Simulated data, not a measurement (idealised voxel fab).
Herein follows the process module entitled voxel capacitor over wiring.
Section shown: cut. Width: 245 nm. Cell size: 5 nm, square.
This document writes a cross-section as a grid whose cells are square, and gives it as bands, listed from the top down; one or more rows of cells form a band. Band: top and bottom heights (nm) first, top before bottom; then materials from left to right, widths in nm. "edge to edge" marks a sole material filling the band edge to edge. "air" denotes empty space. Where do heights start? At 0: under that level the wafer as delivered is made of one material only. And the lowest band has no floor; it just carries on downward, as in "0..down". The notation "30->40" denotes a width that varies across the rows of cells in the band, beginning at the first number in the top row, finishing at the second number in the bottom row, and changing by an identical amount from each row to the next. "remained the same" for a step: no cell of the cross-section changed in that step. This entry, "Voids, sealed", enumerates those empty regions of no fewer than 8 cells that possess no open connection to the top. Each region is reported in the form width x height at distance, the distance being taken from the left edge, with all three quantities expressed in nm. Anything after a step's settings on that line? It's the simulator's own note about the step. A step line may carry the setting "overlay nm", which, for steps involving a mask, states the distance by which the mask lay to the right of its intended position; negative values denote displacement to the left.
Process steps (planned)
1,RECEIVE, material Si
2,CONFORMAL_DEP, material SiO2, thk nm 15
3,CONFORMAL_DEP, material SiN, thk nm 5
4,DIRECTIONAL_DEP, material SiO2, thk nm 25
5,DIRECTIONAL_DEP, material aC, thk nm 10
6,PATTERN, tone open, mask id METAL_1, material resist, width nm 30, pitch nm 95, thk nm 30, overlay nm 0
7,DIRECTIONAL_ETCH, etch materials aC, depth nm 10
8,STRIP, etch materials resist
9,DIRECTIONAL_ETCH, etch materials SiO2, depth nm 25
10,DIRECTIONAL_ETCH, etch materials SiN, depth nm 5
11,STRIP, etch materials aC
12,CONFORMAL_DEP, material TiN, thk nm 5
13,FILL_DEP, material Cu, thk nm 10
14,CMP, height nm 45
15,CONFORMAL_DEP, material SiCN, thk nm 5
16,DIRECTIONAL_DEP, material SiO2, thk nm 15
17,PATTERN, tone open, mask id PLUG_1, material resist, width nm 15, thk nm 20, overlay nm 0
18,DIRECTIONAL_ETCH, etch materials SiO2, depth nm 15
19,DIRECTIONAL_ETCH, etch materials SiCN, depth nm 5
20,STRIP, etch materials resist
21,CONFORMAL_DEP, material TiN, thk nm 5
22,FILL_DEP, material Cu, thk nm 10
23,CMP, height nm 65
24,DIRECTIONAL_DEP, material TiN, thk nm 10
25,DIRECTIONAL_DEP, material HfO2, thk nm 5
26,DIRECTIONAL_DEP, material TiN, thk nm 5
27,PATTERN, tone cover, mask id UPPER_PLATE, material resist, width nm 70, thk nm 15, overlay nm 0
28,DIRECTIONAL_ETCH, etch materials TiN, depth nm 5
29,DIRECTIONAL_ETCH, etch materials HfO2, depth nm 5
30,STRIP, etch materials resist
31,DIRECTIONAL_DEP, material aC, thk nm 10
32,PATTERN, tone cover, mask id LOWER_PLATE, material resist, width nm 80, thk nm 30, overlay nm 0
33,DIRECTIONAL_ETCH, etch materials aC, depth nm 10
34,STRIP, etch materials resist
35,DIRECTIONAL_ETCH, etch materials TiN, depth nm 10
36,STRIP, etch materials aC
37,FILL_DEP, material SiO2, thk nm 15
38,CMP, height nm 95
39,DIRECTIONAL_DEP, material aC, thk nm 15
40,PATTERN, tone open, mask id PLUG_2, material resist, width nm 15, thk nm 35, overlay nm 0
41,DIRECTIONAL_ETCH, etch materials aC, depth nm 15
42,STRIP, etch materials resist
43,DIRECTIONAL_ETCH, etch materials SiO2, depth nm 10
44,STRIP, etch materials aC
45,CONFORMAL_DEP, material TiN, thk nm 5
46,FILL_DEP, material W, thk nm 10
47,CMP, height nm 95
48,CONFORMAL_DEP, material SiN, thk nm 5
Received-state cross-section, reflecting completion of step 1
  0..down = Si edge to edge
  Voids, sealed: none
Figure: cross-sectional view of the wafer upon completion of the module, processed from the initial state and according to the plan depicted above, with one error introduced during execution
  100..95 = SiN edge to edge
  95..90 = SiO2 85 | TiN 5 | W 10 | TiN 5 | SiO2 140
  90..80 = SiO2 85->75 | TiN 20->70 | SiO2 140->100
  80..75 = SiO2 75 | HfO2 70 | SiO2 100
  75..65 = SiO2 70 | TiN 80 | SiO2 95
  65..50 = SiO2 75 | TiN 5 | Cu 5 | TiN 5 | SiO2 155
  50..45 = SiCN 75 | TiN 15 | SiCN 155
  45..20 = SiO2 60 | TiN 5 | Cu 20 | TiN 5 | SiO2 65 | TiN 5 | Cu 20 | TiN 5 | SiO2 60
  20..15 = SiN 60 | TiN 30 | SiN 65 | TiN 30 | SiN 60
  15..0 = SiO2 edge to edge
  0..down = Si edge to edge
  Voids, sealed: none
The mistake made against the process plan was this: step 40 was run on a setting that differed from the plan, and what really ran there is PATTERN, tone open, mask id PLUG_2, material resist, width nm 20, thk nm 35, overlay nm 0
